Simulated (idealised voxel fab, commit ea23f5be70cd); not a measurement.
Process module under the name voxel trench capacitor
This is section cut - it's 175 nm across, gridded in 5 nm square cells.
Cross-sections here: square-cell grids, written as top-down lists of bands, a band being one or more rows of cells.
Per band: top height and bottom height in nm, followed by the left-to-right materials and their widths in nm; "all across" marks a single material spanning edge to edge, "blank" marks empty space.
It should be noted that heights are counted from 0, beneath which the wafer as supplied is of one material throughout, and that the lowest band possesses no lower boundary but continues downward, as written in "0..down".
When a width is written as two numbers, as in "30 to 40", the first number is the width in the top row of cells of the band and the second is the width in its bottom row, and the width changes by the same amount from each row to the next.
For the purposes of this document, the phrase "stayed the same" attached to a step denotes that no cell within the cross-section was modified by that step.
For the entry "Fully enclosed voids", the listed items are empty spaces with no open way to the top whose size is 8 cells or more; each item follows the pattern width x height at distance, where distance is from the left edge and all three are in nm.
after a step's settings: what the simulator itself notes on the step
Each step line may optionally specify "overlay nm", which for a step with a mask gives the rightward distance between the mask's planned place and where it lay, a negative value indicating the leftward direction.

Set out below are the planned steps of the process
1) RECEIVE with material Si
2) CONFORMAL_DEP with material SiN, thk nm 5
3) DIRECTIONAL_DEP with material aC, thk nm 15
4) PATTERN with tone open, mask id TRENCH, material resist, width nm 30, pitch nm 60, thk nm 35, overlay nm 0
5) DIRECTIONAL_ETCH with etch materials aC, depth nm 15
6) STRIP with etch materials resist
7) DIRECTIONAL_ETCH with etch materials SiN, depth nm 5
8) DIRECTIONAL_ETCH with etch materials Si, depth nm 40
9) STRIP with etch materials aC
10) CONFORMAL_DEP with material HfO2, thk nm 5
11) CONFORMAL_DEP with material TiN, thk nm 5
12) FILL_DEP with material W, thk nm 5
13) CMP with height nm 5

Run as planned: first of two wafers

The cross-section here shows the wafer as received, i.e. in its state after step 1
- 0..down | Si all across
- Fully enclosed voids: none

Wafer xsec, post step 2
- 5..0 | SiN all across
- Below 0 it's all the same as before, nothing changed down there.

Wafer xsec, post step 3
- 20..5 | aC all across
- Below 5 it's all the same as before, nothing changed down there.

Wafer xsec, post step 4
- 55..20 | 40 resist / 30 blank / 30 resist / 30 blank / 45 resist
- Below 20 it's all the same as before, nothing changed down there.

Wafer xsec, post step 5
- 40..20 | 40 resist / 30 blank / 30 resist / 30 blank / 45 resist
- 20..5 | 40 aC / 30 blank / 30 aC / 30 blank / 45 aC
- Below 5 it's all the same as before, nothing changed down there.

Wafer xsec, post step 6
- 20..5 | 40 aC / 30 blank / 30 aC / 30 blank / 45 aC
- Below 5 it's all the same as before, nothing changed down there.

Wafer xsec, post step 7
- 20..5 | 40 aC / 30 blank / 30 aC / 30 blank / 45 aC
- 5..0 | 40 SiN / 30 blank / 30 SiN / 30 blank / 45 SiN
- Below 0 it's all the same as before, nothing changed down there.

Wafer xsec, post step 8
- 20..5 | 40 aC / 30 blank / 30 aC / 30 blank / 45 aC
- 5..0 | 40 SiN / 30 blank / 30 SiN / 30 blank / 45 SiN
- 0..-40 | 40 Si / 30 blank / 30 Si / 30 blank / 45 Si
- Below -40 it's all the same as before, nothing changed down there.

Wafer xsec, post step 9
- 5..0 | 40 SiN / 30 blank / 30 SiN / 30 blank / 45 SiN
- Below 0 it's all the same as before, nothing changed down there.

Wafer xsec, post step 10
- 10..5 | 45 HfO2 / 20 blank / 40 HfO2 / 20 blank / 50 HfO2
- 5..0 | 40 SiN / 5 HfO2 / 20 blank / 5 HfO2 / 30 SiN / 5 HfO2 / 20 blank / 5 HfO2 / 45 SiN
- 0..-35 | 40 Si / 5 HfO2 / 20 blank / 5 HfO2 / 30 Si / 5 HfO2 / 20 blank / 5 HfO2 / 45 Si
- -35..-40 | 40 Si / 30 HfO2 / 30 Si / 30 HfO2 / 45 Si
- Below -40 it's all the same as before, nothing changed down there.

Wafer xsec, post step 11
- 15..10 | 50 TiN / 10 blank / 50 TiN / 10 blank / 55 TiN
- 10..5 | 45 HfO2 / 5 TiN / 10 blank / 5 TiN / 40 HfO2 / 5 TiN / 10 blank / 5 TiN / 50 HfO2
- 5..0 | 40 SiN / 5 HfO2 / 5 TiN / 10 blank / 5 TiN / 5 HfO2 / 30 SiN / 5 HfO2 / 5 TiN / 10 blank / 5 TiN / 5 HfO2 / 45 SiN
- 0..-30 | 40 Si / 5 HfO2 / 5 TiN / 10 blank / 5 TiN / 5 HfO2 / 30 Si / 5 HfO2 / 5 TiN / 10 blank / 5 TiN / 5 HfO2 / 45 Si
- -30..-35 | 40 Si / 5 HfO2 / 20 TiN / 5 HfO2 / 30 Si / 5 HfO2 / 20 TiN / 5 HfO2 / 45 Si
- Below -35 it's all the same as before, nothing changed down there.

Wafer xsec, post step 12
- 20..15 | W all across
- 15..10 | 50 TiN / 10 W / 50 TiN / 10 W / 55 TiN
- 10..5 | 45 HfO2 / 5 TiN / 10 W / 5 TiN / 40 HfO2 / 5 TiN / 10 W / 5 TiN / 50 HfO2
- 5..0 | 40 SiN / 5 HfO2 / 5 TiN / 10 W / 5 TiN / 5 HfO2 / 30 SiN / 5 HfO2 / 5 TiN / 10 W / 5 TiN / 5 HfO2 / 45 SiN
- 0..-30 | 40 Si / 5 HfO2 / 5 TiN / 10 W / 5 TiN / 5 HfO2 / 30 Si / 5 HfO2 / 5 TiN / 10 W / 5 TiN / 5 HfO2 / 45 Si
- Below -30 it's all the same as before, nothing changed down there.

Wafer xsec, post step 13
- 5..0 | 40 SiN / 5 HfO2 / 5 TiN / 10 W / 5 TiN / 5 HfO2 / 30 SiN / 5 HfO2 / 5 TiN / 10 W / 5 TiN / 5 HfO2 / 45 SiN
- Below 0 it's all the same as before, nothing changed down there.

Second wafer, same starting state and plan as the first, one mistake in the run, identical through step 7

Cross-sectional view of the second wafer at the intended end time of process step 8
- 20..5 | 40 aC / 30 blank / 30 aC / 30 blank / 45 aC
- 5..0 | 40 SiN / 30 blank / 30 SiN / 30 blank / 45 SiN
- 0..-80 | 40 Si / 30 blank / 30 Si / 30 blank / 45 Si
- Below -80 it's all the same as before, nothing changed down there.

Cross-sectional view of the second wafer at the intended end time of process step 9
- 5..0 | 40 SiN / 30 blank / 30 SiN / 30 blank / 45 SiN
- Below 0 it's all the same as before, nothing changed down there.

Cross-sectional view of the second wafer at the intended end time of process step 10
- 10..5 | 45 HfO2 / 20 blank / 40 HfO2 / 20 blank / 50 HfO2
- 5..0 | 40 SiN / 5 HfO2 / 20 blank / 5 HfO2 / 30 SiN / 5 HfO2 / 20 blank / 5 HfO2 / 45 SiN
- 0..-75 | 40 Si / 5 HfO2 / 20 blank / 5 HfO2 / 30 Si / 5 HfO2 / 20 blank / 5 HfO2 / 45 Si
- -75..-80 | 40 Si / 30 HfO2 / 30 Si / 30 HfO2 / 45 Si
- Below -80 it's all the same as before, nothing changed down there.

Cross-sectional view of the second wafer at the intended end time of process step 11
- 15..10 | 50 TiN / 10 blank / 50 TiN / 10 blank / 55 TiN
- 10..5 | 45 HfO2 / 5 TiN / 10 blank / 5 TiN / 40 HfO2 / 5 TiN / 10 blank / 5 TiN / 50 HfO2
- 5..0 | 40 SiN / 5 HfO2 / 5 TiN / 10 blank / 5 TiN / 5 HfO2 / 30 SiN / 5 HfO2 / 5 TiN / 10 blank / 5 TiN / 5 HfO2 / 45 SiN
- 0..-70 | 40 Si / 5 HfO2 / 5 TiN / 10 blank / 5 TiN / 5 HfO2 / 30 Si / 5 HfO2 / 5 TiN / 10 blank / 5 TiN / 5 HfO2 / 45 Si
- -70..-75 | 40 Si / 5 HfO2 / 20 TiN / 5 HfO2 / 30 Si / 5 HfO2 / 20 TiN / 5 HfO2 / 45 Si
- Below -75 it's all the same as before, nothing changed down there.

Cross-sectional view of the second wafer at the intended end time of process step 12
- 20..15 | W all across
- 15..10 | 50 TiN / 10 W / 50 TiN / 10 W / 55 TiN
- 10..5 | 45 HfO2 / 5 TiN / 10 W / 5 TiN / 40 HfO2 / 5 TiN / 10 W / 5 TiN / 50 HfO2
- 5..0 | 40 SiN / 5 HfO2 / 5 TiN / 10 W / 5 TiN / 5 HfO2 / 30 SiN / 5 HfO2 / 5 TiN / 10 W / 5 TiN / 5 HfO2 / 45 SiN
- 0..-70 | 40 Si / 5 HfO2 / 5 TiN / 10 W / 5 TiN / 5 HfO2 / 30 Si / 5 HfO2 / 5 TiN / 10 W / 5 TiN / 5 HfO2 / 45 Si
- Below -70 it's all the same as before, nothing changed down there.

Cross-sectional view of the second wafer at the intended end time of process step 13
- 5..0 | 40 SiN / 5 HfO2 / 5 TiN / 10 W / 5 TiN / 5 HfO2 / 30 SiN / 5 HfO2 / 5 TiN / 10 W / 5 TiN / 5 HfO2 / 45 SiN
- Below 0 it's all the same as before, nothing changed down there.
Error vs. plan: step 8 of the plan was performed twice
The final cell counts differ between the wafers, with the second having more or fewer of some materials than the first: 32 more of HfO2; 96 fewer of Si; 32 more of TiN; 32 more of W
